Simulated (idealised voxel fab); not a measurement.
process module | voxel self aligned vias
cross-section cut | 180 nm wide | cells 5 nm
A cross-section is a grid of square cells, given in bands from the top down. A band is one or more rows of cells.
Each band's line starts with the height of the band's top and of its bottom, in nm. Then come its materials from left to right, each with its width in nm. One material with "throughout" fills the band from edge to edge. "air" is empty space.
Height 0 is the level under which the wafer as received is all one material. The lowest band goes on downwards, as in "0 down".
A width such as "30 to 40" changes by the same amount from each row of cells to the next, from the band's top row to its bottom row.
"no change" after a step means that no cell of the cross-section changed.
closed voids: empty space of 8 cells or more with no open way to the top, each as width x height at its distance from the left edge, in nm
after a step's settings: what the simulator itself notes on the step
overlay nm, on a step with a mask: how far to the right of its planned place the mask lay; to the left if negative
plan
1 op RECEIVE | material Si
2 op CONFORMAL_DEP | material SiO2 | thk nm 10
3 op CONFORMAL_DEP | material SiCN | thk nm 5
4 op DIRECTIONAL_DEP | material SiO2 | thk nm 25
5 op PATTERN | tone open | mask id LINES | material resist | width nm 30 | pitch nm 55 | thk nm 20 | overlay nm 0
6 op DIRECTIONAL_ETCH | etch materials SiO2 | depth nm 25
7 op STRIP | etch materials resist
8 op CONFORMAL_DEP | material TiN | thk nm 5
9 op FILL_DEP | material W | thk nm 10
10 op CMP | height nm 40
11 op SELECTIVE_ETCH | etch materials W Ru TiN | depth nm 10
12 op FILL_DEP | material SiN | thk nm 5
13 op CMP | height nm 40
14 op DIRECTIONAL_DEP | material SiO2 | thk nm 20
15 op PATTERN | tone open | mask id VIAS | material resist | width nm 40 | pitch nm 55 | thk nm 20 | overlay nm 0
16 op DIRECTIONAL_ETCH | etch materials SiO2 | depth nm 20
17 op DIRECTIONAL_ETCH | etch materials SiN | depth nm 10
18 op STRIP | etch materials resist
19 op CONFORMAL_DEP | material TiN | thk nm 5
20 op FILL_DEP | material Cu | thk nm 5
21 op CMP | height nm 60
22 op CONFORMAL_DEP | material SiN | thk nm 5
first wafer, as planned
as received, after step 1
  0 down: Si throughout
  closed voids: none
after step 2
  10 to 0: SiO2 throughout
  below 0: unchanged
after step 3
  15 to 10: SiCN throughout
  below 10: unchanged
after step 4
  40 to 15: SiO2 throughout
  below 15: unchanged
after step 5
  60 to 40: resist 45 | air 30 | resist 25 | air 30 | resist 50
  below 40: unchanged
after step 6
  60 to 40: resist 45 | air 30 | resist 25 | air 30 | resist 50
  40 to 15: SiO2 45 | air 30 | SiO2 25 | air 30 | SiO2 50
  below 15: unchanged
after step 7
  40 to 15: SiO2 45 | air 30 | SiO2 25 | air 30 | SiO2 50
  below 15: unchanged
after step 8
  45 to 40: TiN 50 | air 20 | TiN 35 | air 20 | TiN 55
  40 to 20: SiO2 45 | TiN 5 | air 20 | TiN 5 | SiO2 25 | TiN 5 | air 20 | TiN 5 | SiO2 50
  20 to 15: SiO2 45 | TiN 30 | SiO2 25 | TiN 30 | SiO2 50
  below 15: unchanged
after step 9
  55 to 45: W throughout
  45 to 40: TiN 50 | W 20 | TiN 35 | W 20 | TiN 55
  40 to 20: SiO2 45 | TiN 5 | W 20 | TiN 5 | SiO2 25 | TiN 5 | W 20 | TiN 5 | SiO2 50
  below 20: unchanged
after step 10
  40 to 20: SiO2 45 | TiN 5 | W 20 | TiN 5 | SiO2 25 | TiN 5 | W 20 | TiN 5 | SiO2 50
  below 20: unchanged
after step 11
  40 to 30: SiO2 45 | air 30 | SiO2 25 | air 30 | SiO2 50
  below 30: unchanged
after step 12
  45 to 40: SiN throughout
  40 to 30: SiO2 45 | SiN 30 | SiO2 25 | SiN 30 | SiO2 50
  below 30: unchanged
after step 13
  40 to 30: SiO2 45 | SiN 30 | SiO2 25 | SiN 30 | SiO2 50
  below 30: unchanged
after step 14
  60 to 40: SiO2 throughout
  below 40: unchanged
after step 15
  80 to 60: resist 40 | air 40 | resist 15 | air 40 | resist 45
  below 60: unchanged
after step 16
  80 to 60: resist 40 | air 40 | resist 15 | air 40 | resist 45
  60 to 40: SiO2 40 | air 40 | SiO2 15 | air 40 | SiO2 45
  below 40: unchanged
after step 17
  80 to 60: resist 40 | air 40 | resist 15 | air 40 | resist 45
  60 to 40: SiO2 40 | air 40 | SiO2 15 | air 40 | SiO2 45
  40 to 30: SiO2 45 | air 30 | SiO2 25 | air 30 | SiO2 50
  below 30: unchanged
after step 18
  60 to 40: SiO2 40 | air 40 | SiO2 15 | air 40 | SiO2 45
  below 40: unchanged
after step 19
  65 to 60: TiN 45 | air 30 | TiN 25 | air 30 | TiN 50
  60 to 45: SiO2 40 | TiN 5 | air 30 | TiN 5 | SiO2 15 | TiN 5 | air 30 | TiN 5 | SiO2 45
  45 to 35: SiO2 40 to 45 | TiN 10 to 5 | air 20 | TiN 10 to 5 | SiO2 15 to 25 | TiN 10 to 5 | air 20 | TiN 10 to 5 | SiO2 45 to 50
  35 to 30: SiO2 45 | TiN 30 | SiO2 25 | TiN 30 | SiO2 50
  below 30: unchanged
after step 20
  70 to 65: Cu throughout
  65 to 60: TiN 45 | Cu 30 | TiN 25 | Cu 30 | TiN 50
  60 to 45: SiO2 40 | TiN 5 | Cu 30 | TiN 5 | SiO2 15 | TiN 5 | Cu 30 | TiN 5 | SiO2 45
  45 to 35: SiO2 40 to 45 | TiN 10 to 5 | Cu 20 | TiN 10 to 5 | SiO2 15 to 25 | TiN 10 to 5 | Cu 20 | TiN 10 to 5 | SiO2 45 to 50
  below 35: unchanged
after step 21
  60 to 45: SiO2 40 | TiN 5 | Cu 30 | TiN 5 | SiO2 15 | TiN 5 | Cu 30 | TiN 5 | SiO2 45
  below 45: unchanged
after step 22
  65 to 60: SiN throughout
  below 60: unchanged
second wafer: like start, like plan, one mistake. Through step 2 it matches the first wafer
when step 3 should have ended: no change
when step 4 should have ended
  35 to 0: SiO2 throughout
  below 0: unchanged
when step 5 should have ended
  55 to 35: resist 45 | air 30 | resist 25 | air 30 | resist 50
  below 35: unchanged
when step 6 should have ended
  55 to 35: resist 45 | air 30 | resist 25 | air 30 | resist 50
  35 to 10: SiO2 45 | air 30 | SiO2 25 | air 30 | SiO2 50
  below 10: unchanged
when step 7 should have ended
  35 to 10: SiO2 45 | air 30 | SiO2 25 | air 30 | SiO2 50
  below 10: unchanged
when step 8 should have ended
  40 to 35: TiN 50 | air 20 | TiN 35 | air 20 | TiN 55
  35 to 15: SiO2 45 | TiN 5 | air 20 | TiN 5 | SiO2 25 | TiN 5 | air 20 | TiN 5 | SiO2 50
  15 to 10: SiO2 45 | TiN 30 | SiO2 25 | TiN 30 | SiO2 50
  below 10: unchanged
when step 9 should have ended
  50 to 40: W throughout
  40 to 35: TiN 50 | W 20 | TiN 35 | W 20 | TiN 55
  35 to 15: SiO2 45 | TiN 5 | W 20 | TiN 5 | SiO2 25 | TiN 5 | W 20 | TiN 5 | SiO2 50
  below 15: unchanged
when step 10 should have ended
  40 to 35: TiN 50 | W 20 | TiN 35 | W 20 | TiN 55
  below 35: unchanged
when step 11 should have ended
  35 to 30: SiO2 45 | air 30 | SiO2 25 | air 30 | SiO2 50
  below 30: unchanged
when step 12 should have ended
  40 to 35: SiN throughout
  35 to 30: SiO2 45 | SiN 30 | SiO2 25 | SiN 30 | SiO2 50
  below 30: unchanged
when step 13 should have ended: no change
when step 14 should have ended
  60 to 40: SiO2 throughout
  below 40: unchanged
when step 15 should have ended
  80 to 60: resist 40 | air 40 | resist 15 | air 40 | resist 45
  below 60: unchanged
when step 16 should have ended
  80 to 60: resist 40 | air 40 | resist 15 | air 40 | resist 45
  60 to 40: SiO2 40 | air 40 | SiO2 15 | air 40 | SiO2 45
  below 40: unchanged
when step 17 should have ended
  80 to 60: resist 40 | air 40 | resist 15 | air 40 | resist 45
  60 to 40: SiO2 40 | air 40 | SiO2 15 | air 40 | SiO2 45
  40 to 35: SiN 40 | air 40 | SiN 15 | air 40 | SiN 45
  35 to 30: SiO2 45 | air 30 | SiO2 25 | air 30 | SiO2 50
  below 30: unchanged
when step 18 should have ended
  60 to 40: SiO2 40 | air 40 | SiO2 15 | air 40 | SiO2 45
  below 40: unchanged
when step 19 should have ended
  65 to 60: TiN 45 | air 30 | TiN 25 | air 30 | TiN 50
  60 to 40: SiO2 40 | TiN 5 | air 30 | TiN 5 | SiO2 15 | TiN 5 | air 30 | TiN 5 | SiO2 45
  40 to 35: SiN 40 | TiN 10 | air 20 | TiN 10 | SiN 15 | TiN 10 | air 20 | TiN 10 | SiN 45
  35 to 30: SiO2 45 | TiN 30 | SiO2 25 | TiN 30 | SiO2 50
  below 30: unchanged
when step 20 should have ended
  70 to 65: Cu throughout
  65 to 60: TiN 45 | Cu 30 | TiN 25 | Cu 30 | TiN 50
  60 to 40: SiO2 40 | TiN 5 | Cu 30 | TiN 5 | SiO2 15 | TiN 5 | Cu 30 | TiN 5 | SiO2 45
  40 to 35: SiN 40 | TiN 10 | Cu 20 | TiN 10 | SiN 15 | TiN 10 | Cu 20 | TiN 10 | SiN 45
  below 35: unchanged
when step 21 should have ended
  60 to 40: SiO2 40 | TiN 5 | Cu 30 | TiN 5 | SiO2 15 | TiN 5 | Cu 30 | TiN 5 | SiO2 45
  below 40: unchanged
when step 22 should have ended
  65 to 60: SiN throughout
  below 60: unchanged
what went wrong: step 3 was left out
at the end the second wafer has, in cells: 4 more of Cu | 36 fewer of SiCN | 20 more of SiN | 4 more of TiN | 8 more of W
